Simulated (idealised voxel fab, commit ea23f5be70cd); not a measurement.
process module | voxel wiring stack
cross-section cut | 245 nm wide | cells 5 nm
A cross-section is a grid of square cells, given in bands from the top down. A band is one or more rows of cells.
Each band's line starts with the height of the band's top and of its bottom, in nm. Then come its materials from left to right, each with its width in nm. One material with "throughout" fills the band from edge to edge. "air" is empty space.
Height 0 is the level under which the wafer as received is all one material. The lowest band goes on downwards, as in "0 down".
A width such as "30 to 40" changes by the same amount from each row of cells to the next, from the band's top row to its bottom row.
"no change" after a step means that no cell of the cross-section changed.
closed voids: empty space of 8 cells or more with no open way to the top, each as width x height at its distance from the left edge, in nm
after a step's settings: what the simulator itself notes on the step
overlay nm, on a step with a mask: how far to the right of its planned place the mask lay; to the left if negative
plan
1 op RECEIVE | material Si
2 op CONFORMAL_DEP | material SiO2 | thk nm 15
3 op DIRECTIONAL_DEP | material TiN | thk nm 5
4 op DIRECTIONAL_DEP | material Ru | thk nm 15
5 op DIRECTIONAL_DEP | material aC | thk nm 15
6 op PATTERN | tone cover | mask id METAL_1 | material resist | width nm 30 | pitch nm 50 | thk nm 30 | overlay nm 0
7 op DIRECTIONAL_ETCH | etch materials aC | depth nm 15
8 op STRIP | etch materials resist
9 op DIRECTIONAL_ETCH | etch materials Ru | depth nm 15
10 op DIRECTIONAL_ETCH | etch materials TiN | depth nm 5
11 op STRIP | etch materials aC
12 op FILL_DEP | material SiO2 | thk nm 5
13 op CMP | height nm 35
14 op CONFORMAL_DEP | material SiCN | thk nm 5
15 op DIRECTIONAL_DEP | material lowk | thk nm 30
16 op PATTERN | tone open | mask id METAL_2 | material resist | width nm 30 | pitch nm 50 | thk nm 15 | overlay nm 0
17 op DIRECTIONAL_ETCH | etch materials lowk | depth nm 15
18 op STRIP | etch materials resist
19 op PATTERN | tone open | mask id METAL_2_HOLES | material resist | width nm 15 | pitch nm 50 | thk nm 15 | overlay nm 0
20 op DIRECTIONAL_ETCH | etch materials lowk | depth nm 15
21 op DIRECTIONAL_ETCH | etch materials SiCN | depth nm 5
22 op STRIP | etch materials resist
23 op CONFORMAL_DEP | material TiN | thk nm 5
24 op FILL_DEP | material Cu | thk nm 10
25 op CMP | height nm 70
26 op CONFORMAL_DEP | material SiCN | thk nm 5
27 op DIRECTIONAL_DEP | material lowk | thk nm 30
28 op PATTERN | tone open | mask id METAL_3 | material resist | width nm 30 | pitch nm 50 | thk nm 20 | overlay nm 0
29 op DIRECTIONAL_ETCH | etch materials lowk | depth nm 15
30 op STRIP | etch materials resist
31 op PATTERN | tone open | mask id METAL_3_HOLES | material resist | width nm 15 | thk nm 15 | overlay nm 0
32 op DIRECTIONAL_ETCH | etch materials lowk | depth nm 15
33 op DIRECTIONAL_ETCH | etch materials SiCN | depth nm 5
34 op STRIP | etch materials resist
35 op CONFORMAL_DEP | material TiN | thk nm 5
36 op FILL_DEP | material Cu | thk nm 10
37 op CMP | height nm 105
38 op CONFORMAL_DEP | material SiN | thk nm 5
as received, after step 1
  0 down: Si throughout
  closed voids: none
a wafer at the end: this start, this plan, one mistake
  110 to 105: SiN throughout
  105 to 95: lowk 80 | TiN 5 | Cu 20 | TiN 5 | lowk 20 | TiN 5 | Cu 20 | TiN 5 | lowk 85
  95 to 90: lowk 80 | TiN 5 | Cu 5 | TiN 20 | lowk 20 | TiN 30 | lowk 85
  90 to 75: lowk 80 | TiN 5 | Cu 5 | TiN 5 | lowk 150
  75 to 70: SiCN 80 | TiN 15 | SiCN 150
  70 to 60: lowk 70 | TiN 5 | Cu 30 | TiN 5 | lowk 10 | TiN 5 | Cu 30 | TiN 5 | lowk 85
  60 to 55: lowk 70 | TiN 40 | lowk 10 | TiN 40 | lowk 85
  55 to 40: lowk 80 | TiN 5 | lowk 45 | TiN 5 | lowk 110
  40 to 35: SiCN 80 | TiN 5 | SiCN 45 | TiN 5 | SiCN 110
  35 to 20: SiO2 80 | Ru 30 | SiO2 20 | Ru 30 | SiO2 85
  20 to 15: SiO2 80 | TiN 30 | SiO2 20 | TiN 30 | SiO2 85
  15 to 0: SiO2 throughout
  0 down: Si throughout
  closed voids: none
what went wrong: step 19 ran as: op PATTERN | tone open | mask id METAL_2_HOLES | material resist | width nm 15 | pitch nm 50 | thk nm 15 | overlay nm -10
